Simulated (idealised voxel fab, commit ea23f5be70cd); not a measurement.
Proc. module: voxel air gaps
Shown is cross-section cut, with a width of 165 nm and square cells of size 5 nm.
Square cells in a grid make up a cross-section in this document, and the grid is given as bands, listed from the top down, each one or more rows of cells.
Per band: top height and bottom height in nm, followed by the left-to-right materials and their widths in nm; "everywhere" marks a single material spanning edge to edge, "blank" marks empty space.
Ref level 0: as-received wafer is one material below here. Bottom band extends down with no lower bound ("from 0 down").
Note: "30->40" means the width goes from the first number (top row of the band) to the second number (bottom row) in equal steps per row of cells.
"no alteration" (step): cross-section cells unchanged, all of them.
Any empty space of 8 cells or more lacking an open way to the top shows up in "Cavities, closed" as width x height at distance, distance from the left edge, in nm.
What comes after the settings on a step's line is commentary from the simulator itself on that step.
If you see "overlay nm" on a step's line and that step has a mask, it's telling you how far right of where it was planned the mask ended up; a negative number means it went left instead.

# Process steps foreseen in the plan
1: RECEIVE | material Si
2: CONFORMAL_DEP | material SiO2 | thk nm 15
3: CONFORMAL_DEP | material SiN | thk nm 5
4: DIRECTIONAL_DEP | material SiO2 | thk nm 40
5: PATTERN | tone open | mask id LINES | material resist | width nm 15 | pitch nm 40 | thk nm 15 | overlay nm -15
6: DIRECTIONAL_ETCH | etch materials SiO2 | depth nm 40
7: STRIP | etch materials resist
8: CONFORMAL_DEP | material TiN | thk nm 5
9: FILL_DEP | material W | thk nm 10
10: CMP | height nm 60
11: EPI | material Ru | thk nm 10
12: SELECTIVE_ETCH | etch materials SiO2 | depth nm 50
13: CONFORMAL_DEP | material SiCN | thk nm 5
Where the wafers of this document differ is in the overlay nm of step 5; they start out the same, and the plan states the value that applied to the first wafer.

# Here's the first of the wafers in cross-section, just as we got it, i.e. after step 1
* from 0 down  Si everywhere
* Cavities, closed: none

# First of several wafers, sectioned at end of module (last step: step 13)
* from 75 to 70  5 nm blank, then 125 nm SiCN, then 35 nm blank
* from 70 to 60  5 nm blank, then 5 nm SiCN, then 35 nm Ru, then 5 nm SiCN, then 35 nm Ru, then 5 nm SiCN, then 35 nm Ru, then 5 nm SiCN, then 35 nm blank
* from 60 to 55  5 nm blank, then 15 nm SiCN, then 5 nm TiN, then 5 nm W, then 5 nm TiN, then 25 nm SiCN, then 5 nm TiN, then 5 nm W, then 5 nm TiN, then 25 nm SiCN, then 5 nm TiN, then 5 nm W, then 5 nm TiN, then 15 nm SiCN, then 35 nm blank
* from 55 to 25  15 nm blank, then 5 nm SiCN, then 5 nm TiN, then 5 nm W, then 5 nm TiN, then 5 nm SiCN, then 15 nm blank, then 5 nm SiCN, then 5 nm TiN, then 5 nm W, then 5 nm TiN, then 5 nm SiCN, then 15 nm blank, then 5 nm SiCN, then 5 nm TiN, then 5 nm W, then 5 nm TiN, then 5 nm SiCN, then 45 nm blank
* from 25 to 20  20 nm SiCN, then 15 nm TiN, then 25 nm SiCN, then 15 nm TiN, then 25 nm SiCN, then 15 nm TiN, then 50 nm SiCN
* from 20 to 15  SiN everywhere
* from 15 to 0  SiO2 everywhere
* from 0 down  Si everywhere
* Cavities, closed: 15 x 30 at 40; 15 x 30 at 80

# End of module, last wafer sectioned
* from 75 to 70  35 nm blank, then 125 nm SiCN, then 5 nm blank
* from 70 to 60  35 nm blank, then 5 nm SiCN, then 35 nm Ru, then 5 nm SiCN, then 35 nm Ru, then 5 nm SiCN, then 35 nm Ru, then 5 nm SiCN, then 5 nm blank
* from 60 to 55  35 nm blank, then 15 nm SiCN, then 5 nm TiN, then 5 nm W, then 5 nm TiN, then 25 nm SiCN, then 5 nm TiN, then 5 nm W, then 5 nm TiN, then 25 nm SiCN, then 5 nm TiN, then 5 nm W, then 5 nm TiN, then 15 nm SiCN, then 5 nm blank
* from 55 to 25  45 nm blank, then 5 nm SiCN, then 5 nm TiN, then 5 nm W, then 5 nm TiN, then 5 nm SiCN, then 15 nm blank, then 5 nm SiCN, then 5 nm TiN, then 5 nm W, then 5 nm TiN, then 5 nm SiCN, then 15 nm blank, then 5 nm SiCN, then 5 nm TiN, then 5 nm W, then 5 nm TiN, then 5 nm SiCN, then 15 nm blank
* from 25 to 20  50 nm SiCN, then 15 nm TiN, then 25 nm SiCN, then 15 nm TiN, then 25 nm SiCN, then 15 nm TiN, then 20 nm SiCN
* from 20 to 15  SiN everywhere
* from 15 to 0  SiO2 everywhere
* from 0 down  Si everywhere
* Cavities, closed: 15 x 30 at 70; 15 x 30 at 110

# Basically each wafer gets a line in the table, showing it at the end of the module: material by material, the cells it gained (+) or lost (-) since we got it, then its closed voids
overlay nm -15, +42 Ru, +109 SiCN, +33 SiN, +99 SiO2, +51 TiN, +21 W, Cavities, closed: 15 x 30 at 40; 15 x 30 at 80
overlay nm -10, +42 Ru, +109 SiCN, +33 SiN, +99 SiO2, +51 TiN, +21 W, Cavities, closed: 15 x 30 at 45; 15 x 30 at 85
overlay nm -5, +42 Ru, +109 SiCN, +33 SiN, +99 SiO2, +51 TiN, +21 W, Cavities, closed: 15 x 30 at 50; 15 x 30 at 90
overlay nm 0, +42 Ru, +109 SiCN, +33 SiN, +99 SiO2, +51 TiN, +21 W, Cavities, closed: 15 x 30 at 55; 15 x 30 at 95
overlay nm 5, +42 Ru, +109 SiCN, +33 SiN, +99 SiO2, +51 TiN, +21 W, Cavities, closed: 15 x 30 at 60; 15 x 30 at 100
overlay nm 10, +42 Ru, +109 SiCN, +33 SiN, +99 SiO2, +51 TiN, +21 W, Cavities, closed: 15 x 30 at 65; 15 x 30 at 105
overlay nm 15, +42 Ru, +109 SiCN, +33 SiN, +99 SiO2, +51 TiN, +21 W, Cavities, closed: 15 x 30 at 70; 15 x 30 at 110
